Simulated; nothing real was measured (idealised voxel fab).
The document below concerns the process module designated voxel released beams.
We display cut, a cross-section 150 nm in width whose square cells are each 5 nm.
Cross-section format: a grid of square cells, given as bands from top to bottom; each band is one or more rows of cells. Read a band's entry like this: the first values are the height of its top and the height of its bottom in nm, and what follows is the sequence of materials from left to right, each with its width in nm. Note that "blank" is empty space, and that a single material marked "full width" reaches across the band from edge to edge. For the purposes of this specification, 0 denotes the height below which the wafer in its as-received condition is composed wholly of one material, and the lowermost band, lacking a lower limit, extends downward without end, as expressed in "z 0 and below". The two numbers in a width such as "30->40" mark its ends across the band: the first belongs to the top row of cells, the second to the bottom row, and from each row to the next the width moves by the same amount. Step note "no alteration" = no cross-section cell changed. Entry "Internal closed voids" = empty spaces >= 8 cells with no open way to the top; each as width x height at distance, distance from left edge, all nm. Step line, after settings: the simulator's comment on this step. A step's line can hold "overlay nm"; with a mask on that step, the setting says how far right of the planned place the mask lay, while a negative setting says it lay to the left.
These are the steps we planned for the process
1) RECEIVE (material Si)
2) CONFORMAL_DEP (material SiN; thk nm 10)
3) DIRECTIONAL_DEP (material SiO2; thk nm 20)
4) DIRECTIONAL_DEP (material aC; thk nm 5)
5) PATTERN (tone open; mask id ANCHOR; material resist; width nm 25; thk nm 30; overlay nm 0)
6) DIRECTIONAL_ETCH (etch materials aC; depth nm 15)
7) STRIP (etch materials resist)
8) DIRECTIONAL_ETCH (etch materials SiO2; depth nm 20)
9) STRIP (etch materials aC)
10) CONFORMAL_DEP (material TiN; thk nm 10)
11) MASKED_ETCH (tone cover; mask id BEAM; width nm 85; etch materials TiN; depth nm 10; overlay nm 0)
12) STRIP (etch materials SiO2)
The wafers in this document start out alike and differ in the thk nm applied at step 4; the plan shows the value used for the first wafer.
Cross-section: the first of several wafers in its as-received state, i.e. following step 1
	z 0 and below  Si full width
	Internal closed voids: none
Wafer cross-section (first of several) - module end, post step 12 (last step)
	z 40 to 30  blank (30), TiN (15), blank (5), TiN (65), blank (35)
	z 30 to 20  blank (35), TiN (10), blank (5), TiN (10), blank (90)
	z 20 to 10  blank (35), TiN (25), blank (90)
	z 10 to 0  SiN full width
	z 0 and below  Si full width
	Internal closed voids: none
The module's end: a cross-section of the last wafer
	z 10 to 0  SiN full width
	z 0 and below  Si full width
	Internal closed voids: none
The rows of the table below are wafers. Looking at the end of the module, a row counts, for every material, the cells the wafer has gained, shown as (+), or lost, shown as (-), since it was received; its closed voids come next
thk nm 5, +60 SiN, +50 TiN, Internal closed voids: none
thk nm 10, +60 SiN, +50 TiN, Internal closed voids: none
thk nm 15, +60 SiN, +50 TiN, Internal closed voids: none
thk nm 20, +60 SiN, Internal closed voids: none
thk nm 25, +60 SiN, Internal closed voids: none
thk nm 30, +60 SiN, Internal closed voids: none
